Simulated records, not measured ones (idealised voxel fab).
Process module under the name voxel lift off
The cross-section on display is named cut; it measures 205 nm wide, and its cells are 5 nm squares.
Just so we're on the same page, the cross-sections are grids of square cells, and they're listed out in bands top to bottom, each band one or more rows deep. Each band's line starts with the height of the band's top and of its bottom, in nm. Then come its materials from left to right, each with its width in nm. One material with "all across" fills the band from edge to edge. "empty" is empty space. Heights are expressed relative to 0, this being the level below which the as-received wafer comprises one material exclusively. The lowest band is unbounded in the downward direction and is denoted as in "from 0 down". Width "30..40": first value at the band's top row of cells, second value at its bottom row, equal change from row to row. "remains unaltered" for a step: no cell of the cross-section changed in that step. Basically, "Completely enclosed voids" tells you about the enclosed voids: empty spaces with no open way to the top, 8 cells or bigger, each written width x height at distance, where distance is from the left edge, all in nm. Anything after a step's settings on that line? It's the simulator's own note about the step. On any step carrying a mask, the "overlay nm" setting, if present on the step's line, tells how far right of its planned place the mask lay; negative values point to the left.

[The steps planned for the process are as follows]
1 RECEIVE (material Si)
2 CONFORMAL_DEP (material SiN; thk nm 15)
3 PATTERN (tone open; mask id LINES; material resist; width nm 15; pitch nm 40; thk nm 25; overlay nm 0)
4 DIRECTIONAL_DEP (material Ru; thk nm 15)
5 STRIP (etch materials resist)
6 CONFORMAL_DEP (material SiN; thk nm 10)

[Wafer as received: cross-section following step 1]
    from 0 down | Si all across
    Completely enclosed voids: none

[Final cross-section, module run with one mistake (start and plan as above)]
    from 40 to 30 | 55 nm empty; 35 nm SiN; 5 nm empty; 35 nm SiN; 5 nm empty; 35 nm SiN; 35 nm empty
    from 30 to 25 | 55 nm empty; 10 nm SiN; 15 nm Ru; 10 nm SiN; 5 nm empty; 10 nm SiN; 15 nm Ru; 10 nm SiN; 5 nm empty; 10 nm SiN; 15 nm Ru; 10 nm SiN; 35 nm empty
    from 25 to 15 | 65 nm SiN; 15 nm Ru; 25 nm SiN; 15 nm Ru; 25 nm SiN; 15 nm Ru; 45 nm SiN
    from 15 to 0 | SiN all across
    from 0 down | Si all across
    Completely enclosed voids: none
Against the plan, the run slipped here: heads up, step 3 didn't go per plan, it actually ran as PATTERN (tone open; mask id LINES; material resist; width nm 15; pitch nm 40; thk nm 25; overlay nm 10)
